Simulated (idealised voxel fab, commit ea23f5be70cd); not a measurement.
process module | voxel capacitor over wiring
cross-section cut | 235 nm wide | cells 5 nm
A cross-section is a grid of square cells, given in bands from the top down. A band is one or more rows of cells.
Each band's line starts with the height of the band's top and of its bottom, in nm. Then come its materials from left to right, each with its width in nm. One material with "throughout" fills the band from edge to edge. "air" is empty space.
Height 0 is the level under which the wafer as received is all one material. The lowest band goes on downwards, as in "0 down".
A width such as "30 to 40" changes by the same amount from each row of cells to the next, from the band's top row to its bottom row.
"no change" after a step means that no cell of the cross-section changed.
closed voids: empty space of 8 cells or more with no open way to the top, each as width x height at its distance from the left edge, in nm
after a step's settings: what the simulator itself notes on the step
overlay nm, on a step with a mask: how far to the right of its planned place the mask lay; to the left if negative
plan
1 op RECEIVE | material Si
2 op CONFORMAL_DEP | material SiO2 | thk nm 15
3 op CONFORMAL_DEP | material SiCN | thk nm 5
4 op DIRECTIONAL_DEP | material lowk | thk nm 20
5 op DIRECTIONAL_DEP | material aC | thk nm 10
6 op PATTERN | tone open | mask id METAL_1 | material resist | width nm 25 | pitch nm 85 | thk nm 25 | overlay nm 0
7 op DIRECTIONAL_ETCH | etch materials aC | depth nm 10
8 op STRIP | etch materials resist
9 op DIRECTIONAL_ETCH | etch materials lowk | depth nm 20
10 op DIRECTIONAL_ETCH | etch materials SiCN | depth nm 5
11 op STRIP | etch materials aC
12 op CONFORMAL_DEP | material TiN | thk nm 5
13 op FILL_DEP | material Cu | thk nm 10
14 op CMP | height nm 40
15 op CONFORMAL_DEP | material SiCN | thk nm 5
16 op DIRECTIONAL_DEP | material SiO2 | thk nm 15
17 op PATTERN | tone open | mask id PLUG_1 | material resist | width nm 15 | thk nm 20 | overlay nm 0
18 op DIRECTIONAL_ETCH | etch materials SiO2 | depth nm 15
19 op DIRECTIONAL_ETCH | etch materials SiCN | depth nm 5
20 op STRIP | etch materials resist
21 op CONFORMAL_DEP | material TiN | thk nm 5
22 op FILL_DEP | material Ru | thk nm 10
23 op CMP | height nm 60
24 op DIRECTIONAL_DEP | material TiN | thk nm 5
25 op DIRECTIONAL_DEP | material HfO2 | thk nm 5
26 op DIRECTIONAL_DEP | material TiN | thk nm 5
27 op PATTERN | tone cover | mask id UPPER_PLATE | material resist | width nm 65 | thk nm 20 | overlay nm 0
28 op DIRECTIONAL_ETCH | etch materials TiN | depth nm 5
29 op DIRECTIONAL_ETCH | etch materials HfO2 | depth nm 5
30 op STRIP | etch materials resist
31 op MASKED_ETCH | tone cover | mask id LOWER_PLATE | width nm 75 | etch materials TiN | depth nm 5 | overlay nm 0
32 op FILL_DEP | material SiO2 | thk nm 15
33 op CMP | height nm 85
34 op PATTERN | tone open | mask id PLUG_2 | material resist | width nm 15 | thk nm 20 | overlay nm 0
35 op DIRECTIONAL_ETCH | etch materials SiO2 | depth nm 10
36 op STRIP | etch materials resist
37 op CONFORMAL_DEP | material TiN | thk nm 5
38 op FILL_DEP | material W | thk nm 5
39 op CMP | height nm 85
40 op CONFORMAL_DEP | material SiN | thk nm 5
as received, after step 1
  0 down: Si throughout
  closed voids: none
first wafer at the end, as planned
  90 to 85: SiN throughout
  85 to 80: SiO2 80 | TiN 5 | W 5 | TiN 5 | SiO2 140
  80 to 70: SiO2 80 to 70 | TiN 15 to 65 | SiO2 140 to 100
  70 to 65: SiO2 70 | HfO2 65 | SiO2 100
  65 to 60: SiO2 65 | TiN 75 | SiO2 95
  60 to 45: SiO2 70 | TiN 5 | Ru 5 | TiN 5 | SiO2 150
  45 to 40: SiCN 70 | TiN 15 | SiCN 150
  40 to 20: lowk 60 | TiN 5 | Cu 15 | TiN 5 | lowk 60 | TiN 5 | Cu 15 | TiN 5 | lowk 65
  20 to 15: SiCN 60 | TiN 25 | SiCN 60 | TiN 25 | SiCN 65
  15 to 0: SiO2 throughout
  0 down: Si throughout
  closed voids: none
second wafer at the end: like start, like plan, one mistake
  90 to 85: SiN throughout
  85 to 80: SiO2 80 | TiN 5 | W 5 | TiN 5 | SiO2 140
  80 to 70: SiO2 80 to 70 | TiN 15 to 65 | SiO2 140 to 100
  70 to 65: SiO2 70 | HfO2 65 | SiO2 100
  65 to 60: SiO2 60 | TiN 75 | SiO2 100
  60 to 45: SiO2 70 | TiN 5 | Ru 5 | TiN 5 | SiO2 150
  45 to 40: SiCN 70 | TiN 15 | SiCN 150
  40 to 20: lowk 60 | TiN 5 | Cu 15 | TiN 5 | lowk 60 | TiN 5 | Cu 15 | TiN 5 | lowk 65
  20 to 15: SiCN 60 | TiN 25 | SiCN 60 | TiN 25 | SiCN 65
  15 to 0: SiO2 throughout
  0 down: Si throughout
  closed voids: none
what went wrong: step 31 ran as: op MASKED_ETCH | tone cover | mask id LOWER_PLATE | width nm 75 | etch materials TiN | depth nm 5 | overlay nm -5
at the end the second wafer has, in cells: as many of each material as the first, in other places
